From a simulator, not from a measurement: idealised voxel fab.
process module | voxel gate over fins
cross-section cut | 175 nm wide | cells 5 nm
A cross-section is a grid of square cells, given in bands from the top down. A band is one or more rows of cells.
Each band's line starts with the height of the band's top and of its bottom, in nm. Then come its materials from left to right, each with its width in nm. One material with "throughout" fills the band from edge to edge. "air" is empty space.
Height 0 is the level under which the wafer as received is all one material. The lowest band goes on downwards, as in "0 down".
A width such as "30 to 40" changes by the same amount from each row of cells to the next, from the band's top row to its bottom row.
"no change" after a step means that no cell of the cross-section changed.
closed voids: empty space of 8 cells or more with no open way to the top, each as width x height at its distance from the left edge, in nm
after a step's settings: what the simulator itself notes on the step
overlay nm, on a step with a mask: how far to the right of its planned place the mask lay; to the left if negative
plan
1 op RECEIVE | material Si
2 op CONFORMAL_DEP | material SiN | thk nm 10
3 op PATTERN | tone cover | mask id FINS | material resist | width nm 15 | pitch nm 35 | thk nm 15 | overlay nm 0
4 op DIRECTIONAL_ETCH | etch materials SiN | depth nm 10
5 op DIRECTIONAL_ETCH | etch materials Si | depth nm 30
6 op STRIP | etch materials resist
7 op OXIDIZE | depth nm 5
8 op FILL_DEP | material SiO2 | thk nm 10
9 op CMP | height nm 10
10 op SELECTIVE_ETCH | etch materials SiO2 | depth nm 20
11 op STRIP | etch materials SiN
12 op CONFORMAL_DEP | material HfO2 | thk nm 5
13 op CONFORMAL_DEP | material TiN | thk nm 5
14 op CONFORMAL_DEP | material TiAl | thk nm 5
15 op CONFORMAL_DEP | material TiN | thk nm 5
16 op FILL_DEP | material W | thk nm 15
17 op CMP | height nm 30
18 op CONFORMAL_DEP | material SiN | thk nm 5
first wafer, as planned
as received, after step 1
  0 down: Si throughout
  closed voids: none
after step 2
  10 to 0: SiN throughout
  below 0: unchanged
after step 3
  25 to 10: air 25 | resist 15 | air 20 | resist 15 | air 20 | resist 15 | air 20 | resist 15 | air 30
  below 10: unchanged
after step 4
  25 to 10: air 25 | resist 15 | air 20 | resist 15 | air 20 | resist 15 | air 20 | resist 15 | air 30
  10 to 0: air 25 | SiN 15 | air 20 | SiN 15 | air 20 | SiN 15 | air 20 | SiN 15 | air 30
  below 0: unchanged
after step 5
  25 to 10: air 25 | resist 15 | air 20 | resist 15 | air 20 | resist 15 | air 20 | resist 15 | air 30
  10 to 0: air 25 | SiN 15 | air 20 | SiN 15 | air 20 | SiN 15 | air 20 | SiN 15 | air 30
  0 to -30: air 25 | Si 15 | air 20 | Si 15 | air 20 | Si 15 | air 20 | Si 15 | air 30
  below -30: unchanged
after step 6
  10 to 0: air 25 | SiN 15 | air 20 | SiN 15 | air 20 | SiN 15 | air 20 | SiN 15 | air 30
  below 0: unchanged
after step 7
  10 to 0: air 25 | SiN 15 | air 20 | SiN 15 | air 20 | SiN 15 | air 20 | SiN 15 | air 30
  0 to -30: air 25 | SiO2 5 | Si 5 | SiO2 5 | air 20 | SiO2 5 | Si 5 | SiO2 5 | air 20 | SiO2 5 | Si 5 | SiO2 5 | air 20 | SiO2 5 | Si 5 | SiO2 5 | air 30
  -30 to -35: SiO2 30 | Si 5 | SiO2 30 | Si 5 | SiO2 30 | Si 5 | SiO2 30 | Si 5 | SiO2 35
  below -35: unchanged
after step 8
  20 to 10: SiO2 throughout
  10 to 0: SiO2 25 | SiN 15 | SiO2 20 | SiN 15 | SiO2 20 | SiN 15 | SiO2 20 | SiN 15 | SiO2 30
  0 to -35: SiO2 30 | Si 5 | SiO2 30 | Si 5 | SiO2 30 | Si 5 | SiO2 30 | Si 5 | SiO2 35
  below -35: unchanged
after step 9
  10 to 0: SiO2 25 | SiN 15 | SiO2 20 | SiN 15 | SiO2 20 | SiN 15 | SiO2 20 | SiN 15 | SiO2 30
  below 0: unchanged
after step 10
  10 to 0: air 25 | SiN 15 | air 20 | SiN 15 | air 20 | SiN 15 | air 20 | SiN 15 | air 30
  0 to -10: air 30 | Si 5 | air 30 | Si 5 | air 30 | Si 5 | air 30 | Si 5 | air 35
  below -10: unchanged
after step 11
  0 to -10: air 30 | Si 5 | air 30 | Si 5 | air 30 | Si 5 | air 30 | Si 5 | air 35
  below -10: unchanged
after step 12
  5 to 0: air 25 | HfO2 15 | air 20 | HfO2 15 | air 20 | HfO2 15 | air 20 | HfO2 15 | air 30
  0 to -5: air 25 | HfO2 5 | Si 5 | HfO2 5 | air 20 | HfO2 5 | Si 5 | HfO2 5 | air 20 | HfO2 5 | Si 5 | HfO2 5 | air 20 | HfO2 5 | Si 5 | HfO2 5 | air 30
  -5 to -10: HfO2 30 | Si 5 | HfO2 30 | Si 5 | HfO2 30 | Si 5 | HfO2 30 | Si 5 | HfO2 35
  below -10: unchanged
after step 13
  10 to 5: air 20 | TiN 25 | air 10 | TiN 25 | air 10 | TiN 25 | air 10 | TiN 25 | air 25
  5 to 0: air 20 | TiN 5 | HfO2 15 | TiN 5 | air 10 | TiN 5 | HfO2 15 | TiN 5 | air 10 | TiN 5 | HfO2 15 | TiN 5 | air 10 | TiN 5 | HfO2 15 | TiN 5 | air 25
  0 to -5: TiN 25 | HfO2 5 | Si 5 | HfO2 5 | TiN 20 | HfO2 5 | Si 5 | HfO2 5 | TiN 20 | HfO2 5 | Si 5 | HfO2 5 | TiN 20 | HfO2 5 | Si 5 | HfO2 5 | TiN 30
  below -5: unchanged
after step 14
  15 to 10: air 15 | TiAl 140 | air 20
  10 to 5: air 15 | TiAl 5 | TiN 25 | TiAl 10 | TiN 25 | TiAl 10 | TiN 25 | TiAl 10 | TiN 25 | TiAl 5 | air 20
  5 to 0: TiAl 20 | TiN 5 | HfO2 15 | TiN 5 | TiAl 10 | TiN 5 | HfO2 15 | TiN 5 | TiAl 10 | TiN 5 | HfO2 15 | TiN 5 | TiAl 10 | TiN 5 | HfO2 15 | TiN 5 | TiAl 25
  below 0: unchanged
after step 15
  20 to 15: air 10 | TiN 150 | air 15
  15 to 10: air 10 | TiN 5 | TiAl 140 | TiN 5 | air 15
  10 to 5: TiN 15 | TiAl 5 | TiN 25 | TiAl 10 | TiN 25 | TiAl 10 | TiN 25 | TiAl 10 | TiN 25 | TiAl 5 | TiN 20
  below 5: unchanged
after step 16
  35 to 20: W throughout
  20 to 15: W 10 | TiN 150 | W 15
  15 to 10: W 10 | TiN 5 | TiAl 140 | TiN 5 | W 15
  below 10: unchanged
after step 17
  30 to 20: W throughout
  below 20: unchanged
after step 18
  35 to 30: SiN throughout
  below 30: unchanged
second wafer: like start, like plan, one mistake. Through step 11 it matches the first wafer
when step 12 should have ended
  5 to 0: air 25 | W 15 | air 20 | W 15 | air 20 | W 15 | air 20 | W 15 | air 30
  0 to -5: air 25 | W 5 | Si 5 | W 5 | air 20 | W 5 | Si 5 | W 5 | air 20 | W 5 | Si 5 | W 5 | air 20 | W 5 | Si 5 | W 5 | air 30
  -5 to -10: W 30 | Si 5 | W 30 | Si 5 | W 30 | Si 5 | W 30 | Si 5 | W 35
  below -10: unchanged
when step 13 should have ended
  10 to 5: air 20 | TiN 25 | air 10 | TiN 25 | air 10 | TiN 25 | air 10 | TiN 25 | air 25
  5 to 0: air 20 | TiN 5 | W 15 | TiN 5 | air 10 | TiN 5 | W 15 | TiN 5 | air 10 | TiN 5 | W 15 | TiN 5 | air 10 | TiN 5 | W 15 | TiN 5 | air 25
  0 to -5: TiN 25 | W 5 | Si 5 | W 5 | TiN 20 | W 5 | Si 5 | W 5 | TiN 20 | W 5 | Si 5 | W 5 | TiN 20 | W 5 | Si 5 | W 5 | TiN 30
  below -5: unchanged
when step 14 should have ended
  15 to 10: air 15 | TiAl 140 | air 20
  10 to 5: air 15 | TiAl 5 | TiN 25 | TiAl 10 | TiN 25 | TiAl 10 | TiN 25 | TiAl 10 | TiN 25 | TiAl 5 | air 20
  5 to 0: TiAl 20 | TiN 5 | W 15 | TiN 5 | TiAl 10 | TiN 5 | W 15 | TiN 5 | TiAl 10 | TiN 5 | W 15 | TiN 5 | TiAl 10 | TiN 5 | W 15 | TiN 5 | TiAl 25
  below 0: unchanged
when step 15 should have ended
  20 to 15: air 10 | TiN 150 | air 15
  15 to 10: air 10 | TiN 5 | TiAl 140 | TiN 5 | air 15
  10 to 5: TiN 15 | TiAl 5 | TiN 25 | TiAl 10 | TiN 25 | TiAl 10 | TiN 25 | TiAl 10 | TiN 25 | TiAl 5 | TiN 20
  below 5: unchanged
when step 16 should have ended
  35 to 20: W throughout
  20 to 15: W 10 | TiN 150 | W 15
  15 to 10: W 10 | TiN 5 | TiAl 140 | TiN 5 | W 15
  below 10: unchanged
when step 17 should have ended
  30 to 20: W throughout
  below 20: unchanged
when step 18 should have ended
  35 to 30: SiN throughout
  below 30: unchanged
what went wrong: step 12 ran as: op CONFORMAL_DEP | material W | thk nm 5
at the end the second wafer has, in cells: 51 fewer of HfO2 | 51 more of W
